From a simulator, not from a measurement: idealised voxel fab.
Name of the process module below: voxel quadruple lines
It is cross-section cut that appears here, measuring 270 nm in width, its square cells being 5 nm in size.
Cross-sections here: square-cell grids, written as top-down lists of bands, a band being one or more rows of cells.
The band entry comprises the height of the band's top followed by the height of its bottom, expressed in nm, and subsequently the band's materials from left to right, each stated together with its width in nm. Where a single material is marked with the word "all across", that material fills the band from edge to edge. The word "empty" represents empty space.
Counting heights begins at 0, where everything beneath is, in the wafer as received, one material. The lowest band has no bottom; it goes on downwards, as "z 0 and below" shows.
Graded width ("30 to 40"): value in top row of band = first number; value in bottom row = second number; row-to-row change constant.
Basically "nothing was modified" means that step didn't change any cell in the cross-section.
Empty spaces counting at least 8 cells and having no open way to the top are listed in "Completely sealed voids". The notation width x height at distance is used for each, the distance being from the left edge and all three values in nm.
Formally, on a step line, whatever follows the settings is a remark that the simulator itself makes on the step.
overlay nm: where the mask lay relative to plan, measured to the right, on steps with a mask; negatives go left.

-- Process steps (planned)
1: RECEIVE | material Si
2: CONFORMAL_DEP | material SiO2 | thk nm 10
3: DIRECTIONAL_DEP | material Ru | thk nm 10
4: DIRECTIONAL_DEP | material polySi | thk nm 15
5: DIRECTIONAL_DEP | material aC | thk nm 25
6: PATTERN | tone cover | mask id MANDREL | material resist | width nm 30 | pitch nm 80 | thk nm 30 | overlay nm 0
7: DIRECTIONAL_ETCH | etch materials aC | depth nm 25
8: STRIP | etch materials resist
9: CONFORMAL_DEP | material SiO2 | thk nm 10
10: DIRECTIONAL_ETCH | etch materials SiO2 | depth nm 10
11: STRIP | etch materials aC
12: DIRECTIONAL_ETCH | etch materials polySi | depth nm 15
13: STRIP | etch materials SiO2
14: CONFORMAL_DEP | material SiCN | thk nm 10
15: DIRECTIONAL_ETCH | etch materials SiCN | depth nm 10
16: STRIP | etch materials polySi
17: DIRECTIONAL_ETCH | etch materials Ru | depth nm 10
18: STRIP | etch materials SiCN

-- Wafer cross-section on receipt, i.e. after step 1
- z 0 and below: Si all across
- Completely sealed voids: none

-- End-of-module cross-section. Starting structure and process plan as above; one mistake made in running it
- z 20 to 10: 60 empty; 10 Ru; 50 empty; 10 Ru; 10 empty; 10 Ru; 50 empty; 10 Ru; 60 empty
- z 10 to 0: SiO2 all across
- z 0 and below: Si all across
- Completely sealed voids: none
Processing error: steps 11 and 12 of the plan were each performed in the slot designated for the other
